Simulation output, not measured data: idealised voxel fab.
The following process module bears the name voxel quadruple lines.
The cross-section on display is named cut; it measures 275 nm wide, and its cells are 5 nm squares.
In this document a cross-section is written as a grid of square cells. It is given as a series of bands, listed from the top down, and a band is one or more rows of cells. Per band: top height and bottom height in nm, followed by the left-to-right materials and their widths in nm; "everywhere" marks a single material spanning edge to edge, "empty" marks empty space. Heights are expressed relative to 0, this being the level below which the as-received wafer comprises one material exclusively. The lowest band is unbounded in the downward direction and is denoted as in "0 down". You'd read "30->40" like this: the band's top row of cells is as wide as the first number, its bottom row is as wide as the second, and going down, every row changes width by the same amount as the row before did. Basically "no modifications" means that step didn't change any cell in the cross-section. Basically, "Unvented cavities" tells you about the enclosed voids: empty spaces with no open way to the top, 8 cells or bigger, each written width x height at distance, where distance is from the left edge, all in nm. Step line, after settings: the simulator's comment on this step. overlay nm: right-of-plan distance of the mask on a masked step; negative values mean left-of-plan.

[The planned process steps are enumerated hereunder]
1) RECEIVE | material Si
2) CONFORMAL_DEP | material SiO2 | thk nm 5
3) DIRECTIONAL_DEP | material Ru | thk nm 15
4) DIRECTIONAL_DEP | material polySi | thk nm 20
5) DIRECTIONAL_DEP | material aC | thk nm 20
6) PATTERN | tone cover | mask id MANDREL | material resist | width nm 30 | thk nm 30 | overlay nm 0
7) DIRECTIONAL_ETCH | etch materials aC | depth nm 20
8) STRIP | etch materials resist
9) CONFORMAL_DEP | material SiO2 | thk nm 10
10) DIRECTIONAL_ETCH | etch materials SiO2 | depth nm 10
11) STRIP | etch materials aC
12) DIRECTIONAL_ETCH | etch materials polySi | depth nm 20
13) STRIP | etch materials SiO2
14) CONFORMAL_DEP | material SiN | thk nm 10
15) DIRECTIONAL_ETCH | etch materials SiN | depth nm 10
16) STRIP | etch materials polySi
17) DIRECTIONAL_ETCH | etch materials Ru | depth nm 15
18) STRIP | etch materials SiN

[The first of a set of two wafers, run to plan]

[Step 1 complete: cross-section of the wafer as received]
- 0 down = Si everywhere
- Unvented cavities: none

[Cross-sectional representation of the wafer at the conclusion of step 2]
- 5 to 0 = SiO2 everywhere
- Everything under 0 stays put, no change at all.

[Cross-sectional representation of the wafer at the conclusion of step 3]
- 20 to 5 = Ru everywhere
- Everything under 5 stays put, no change at all.

[Cross-sectional representation of the wafer at the conclusion of step 4]
- 40 to 20 = polySi everywhere
- Everything under 20 stays put, no change at all.

[Cross-sectional representation of the wafer at the conclusion of step 5]
- 60 to 40 = aC everywhere
- Everything under 40 stays put, no change at all.

[Cross-sectional representation of the wafer at the conclusion of step 6]
- 90 to 60 = 120 of empty  30 of resist  125 of empty
- Everything under 60 stays put, no change at all.

[Cross-sectional representation of the wafer at the conclusion of step 7]
- 70 to 60 = 120 of empty  30 of resist  125 of empty
- 60 to 40 = 120 of empty  30 of aC  125 of empty
- Everything under 40 stays put, no change at all.

[Cross-sectional representation of the wafer at the conclusion of step 8]
- 60 to 40 = 120 of empty  30 of aC  125 of empty
- Everything under 40 stays put, no change at all.

[Cross-sectional representation of the wafer at the conclusion of step 9]
- 70 to 60 = 110 of empty  50 of SiO2  115 of empty
- 60 to 50 = 110 of empty  10 of SiO2  30 of aC  10 of SiO2  115 of empty
- 50 to 40 = 120 of SiO2  30 of aC  125 of SiO2
- Everything under 40 stays put, no change at all.

[Cross-sectional representation of the wafer at the conclusion of step 10]
- 60 to 40 = 110 of empty  10 of SiO2  30 of aC  10 of SiO2  115 of empty
- Everything under 40 stays put, no change at all.

[Cross-sectional representation of the wafer at the conclusion of step 11]
- 60 to 40 = 110 of empty  10 of SiO2  30 of empty  10 of SiO2  115 of empty
- Everything under 40 stays put, no change at all.

[Cross-sectional representation of the wafer at the conclusion of step 12]
- 60 to 40 = 110 of empty  10 of SiO2  30 of empty  10 of SiO2  115 of empty
- 40 to 20 = 110 of empty  10 of polySi  30 of empty  10 of polySi  115 of empty
- Everything under 20 stays put, no change at all.

[Cross-sectional representation of the wafer at the conclusion of step 13]
- 40 to 20 = 110 of empty  10 of polySi  30 of empty  10 of polySi  115 of empty
- Everything under 20 stays put, no change at all.

[Cross-sectional representation of the wafer at the conclusion of step 14]
- 50 to 40 = 100 of empty  30 of SiN  10 of empty  30 of SiN  105 of empty
- 40 to 30 = 100 of empty  10 of SiN  10 of polySi  10 of SiN  10 of empty  10 of SiN  10 of polySi  10 of SiN  105 of empty
- 30 to 20 = 110 of SiN  10 of polySi  30 of SiN  10 of polySi  115 of SiN
- Everything under 20 stays put, no change at all.

[Cross-sectional representation of the wafer at the conclusion of step 15]
- 40 to 20 = 100 of empty  10 of SiN  10 of polySi  10 of SiN  10 of empty  10 of SiN  10 of polySi  10 of SiN  105 of empty
- Everything under 20 stays put, no change at all.

[Cross-sectional representation of the wafer at the conclusion of step 16]
- 40 to 20 = 100 of empty  10 of SiN  10 of empty  10 of SiN  10 of empty  10 of SiN  10 of empty  10 of SiN  105 of empty
- Everything under 20 stays put, no change at all.

[Cross-sectional representation of the wafer at the conclusion of step 17]
- 40 to 20 = 100 of empty  10 of SiN  10 of empty  10 of SiN  10 of empty  10 of SiN  10 of empty  10 of SiN  105 of empty
- 20 to 5 = 100 of empty  10 of Ru  10 of empty  10 of Ru  10 of empty  10 of Ru  10 of empty  10 of Ru  105 of empty
- Everything under 5 stays put, no change at all.

[Cross-sectional representation of the wafer at the conclusion of step 18]
- 20 to 5 = 100 of empty  10 of Ru  10 of empty  10 of Ru  10 of empty  10 of Ru  10 of empty  10 of Ru  105 of empty
- Everything under 5 stays put, no change at all.

[Second wafer. Start and plan as for the first. One mistake made in running. Agrees with the first up to and including step 1]

Cross-section, second wafer, at the end time the plan gives for step 2: no modifications

[Cross-section, second wafer, at the end time the plan gives for step 3]
- 15 to 0 = Ru everywhere
- Everything under 0 stays put, no change at all.

[Cross-section, second wafer, at the end time the plan gives for step 4]
- 35 to 15 = polySi everywhere
- Everything under 15 stays put, no change at all.

[Cross-section, second wafer, at the end time the plan gives for step 5]
- 55 to 35 = aC everywhere
- Everything under 35 stays put, no change at all.

[Cross-section, second wafer, at the end time the plan gives for step 6]
- 85 to 55 = 120 of empty  30 of resist  125 of empty
- Everything under 55 stays put, no change at all.

[Cross-section, second wafer, at the end time the plan gives for step 7]
- 65 to 55 = 120 of empty  30 of resist  125 of empty
- 55 to 35 = 120 of empty  30 of aC  125 of empty
- Everything under 35 stays put, no change at all.

[Cross-section, second wafer, at the end time the plan gives for step 8]
- 55 to 35 = 120 of empty  30 of aC  125 of empty
- Everything under 35 stays put, no change at all.

[Cross-section, second wafer, at the end time the plan gives for step 9]
- 65 to 55 = 110 of empty  50 of SiO2  115 of empty
- 55 to 45 = 110 of empty  10 of SiO2  30 of aC  10 of SiO2  115 of empty
- 45 to 35 = 120 of SiO2  30 of aC  125 of SiO2
- Everything under 35 stays put, no change at all.

[Cross-section, second wafer, at the end time the plan gives for step 10]
- 55 to 35 = 110 of empty  10 of SiO2  30 of aC  10 of SiO2  115 of empty
- Everything under 35 stays put, no change at all.

[Cross-section, second wafer, at the end time the plan gives for step 11]
- 55 to 35 = 110 of empty  10 of SiO2  30 of empty  10 of SiO2  115 of empty
- Everything under 35 stays put, no change at all.

[Cross-section, second wafer, at the end time the plan gives for step 12]
- 55 to 35 = 110 of empty  10 of SiO2  30 of empty  10 of SiO2  115 of empty
- 35 to 15 = 110 of empty  10 of polySi  30 of empty  10 of polySi  115 of empty
- Everything under 15 stays put, no change at all.

[Cross-section, second wafer, at the end time the plan gives for step 13]
- 35 to 15 = 110 of empty  10 of polySi  30 of empty  10 of polySi  115 of empty
- Everything under 15 stays put, no change at all.

[Cross-section, second wafer, at the end time the plan gives for step 14]
- 45 to 35 = 100 of empty  30 of SiN  10 of empty  30 of SiN  105 of empty
- 35 to 25 = 100 of empty  10 of SiN  10 of polySi  10 of SiN  10 of empty  10 of SiN  10 of polySi  10 of SiN  105 of empty
- 25 to 15 = 110 of SiN  10 of polySi  30 of SiN  10 of polySi  115 of SiN
- Everything under 15 stays put, no change at all.

[Cross-section, second wafer, at the end time the plan gives for step 15]
- 35 to 15 = 100 of empty  10 of SiN  10 of polySi  10 of SiN  10 of empty  10 of SiN  10 of polySi  10 of SiN  105 of empty
- Everything under 15 stays put, no change at all.

[Cross-section, second wafer, at the end time the plan gives for step 16]
- 35 to 15 = 100 of empty  10 of SiN  10 of empty  10 of SiN  10 of empty  10 of SiN  10 of empty  10 of SiN  105 of empty
- Everything under 15 stays put, no change at all.

[Cross-section, second wafer, at the end time the plan gives for step 17]
- 35 to 15 = 100 of empty  10 of SiN  10 of empty  10 of SiN  10 of empty  10 of SiN  10 of empty  10 of SiN  105 of empty
- 15 to 0 = 100 of empty  10 of Ru  10 of empty  10 of Ru  10 of empty  10 of Ru  10 of empty  10 of Ru  105 of empty
- Everything under 0 stays put, no change at all.

[Cross-section, second wafer, at the end time the plan gives for step 18]
- 15 to 0 = 100 of empty  10 of Ru  10 of empty  10 of Ru  10 of empty  10 of Ru  10 of empty  10 of Ru  105 of empty
- Everything under 0 stays put, no change at all.
In executing the process, a mistake was made relative to the plan: the run left out plan step 2 entirely, so it was never executed
Wrapping up, a cell-based count of both wafers puts the second over or under the first for these materials: SiO2: 55 fewer
